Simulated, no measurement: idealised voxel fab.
Documented hereafter: the process module known as voxel released beams.
Cross-sectional view cut (width: 225 nm; square cell size: 5 nm).
Cross-section layout: square cells on a grid; listed as bands, top to bottom; a band spans one or more cell rows.
For a band, the entry starts with two heights in nm, that of the top and then that of the bottom, and carries on with the band's materials in order from left to right, each alongside its width in nm; the word "all across" beside a single material means it fills the band edge to edge, and "empty" means empty space.
Note: height 0 marks the level under which the wafer is uniformly one material as received. Lowest band unbounded below, written "z 0 and below".
Think of "30->40" as a width that walks from the first number to the second as you go down the band, top row to bottom row, taking equal-sized steps from row to row.
No cell of the cross-section changed in a step that is given as "everything unchanged".
Under "Enclosed internal voids" you'll find the enclosed gaps, the ones with no way out to the top, that are 8 cells or bigger; each reads width x height at distance, with distance counted from the left edge, everything in nm.
Past the settings on a step's line: simulator remark, on that step.
What "overlay nm" on a step's line means: if the step has a mask, that mask lay this far to the right of its planned place, or, when the value is negative, to the left.

Planned process steps:
| 1 | RECEIVE: material Si |
| 2 | CONFORMAL_DEP: material Al2O3, thk nm 10 |
| 3 | DIRECTIONAL_DEP: material SiO2, thk nm 15 |
| 4 | MASKED_ETCH: tone open, mask id ANCHOR, width nm 45, etch materials SiO2, depth nm 15, overlay nm 0 |
| 5 | CONFORMAL_DEP: material polySi, thk nm 15 |
| 6 | MASKED_ETCH: tone cover, mask id BEAM, width nm 100, etch materials polySi, depth nm 15, overlay nm 0 |
| 7 | STRIP: etch materials SiO2 |

So, the first of our two wafers, run just as we planned it:

Incoming wafer, cross-sectional view, post step 1:
z 0 and below  Si all across
Enclosed internal voids: none

How the wafer stands in section after step 2:
z 10 to 0  Al2O3 all across
Lower than 0, everything is as it was.

How the wafer stands in section after step 3:
z 25 to 10  SiO2 all across
Lower than 10, everything is as it was.

How the wafer stands in section after step 4:
z 25 to 10  65 SiO2 | 45 empty | 115 SiO2
Lower than 10, everything is as it was.

How the wafer stands in section after step 5:
z 40 to 25  80 polySi | 15 empty | 130 polySi
z 25 to 10  65 SiO2 | 45 polySi | 115 SiO2
Lower than 10, everything is as it was.

How the wafer stands in section after step 6:
z 40 to 25  60 empty | 20 polySi | 15 empty | 65 polySi | 65 empty
Lower than 25, everything is as it was.

How the wafer stands in section after step 7:
z 40 to 25  60 empty | 20 polySi | 15 empty | 65 polySi | 65 empty
z 25 to 10  65 empty | 45 polySi | 115 empty
Lower than 10, everything is as it was.

Second of two: same start, same plan, one run error; steps up to and including 4 match the first:

What the second wafer looks like in cross-section when step 5 should have wrapped up:
z 55 to 25  polySi all across
z 25 to 10  65 SiO2 | 45 polySi | 115 SiO2
Lower than 10, everything is as it was.

What the second wafer looks like in cross-section when step 6 should have wrapped up:
z 55 to 40  60 empty | 100 polySi | 65 empty
Lower than 40, everything is as it was.

What the second wafer looks like in cross-section when step 7 should have wrapped up: everything unchanged
In executing the process, a mistake was made relative to the plan: step 5 of the plan was executed twice over
Final cells, second wafer relative to first, materials higher or lower: 108 more of SiO2; 144 more of polySi
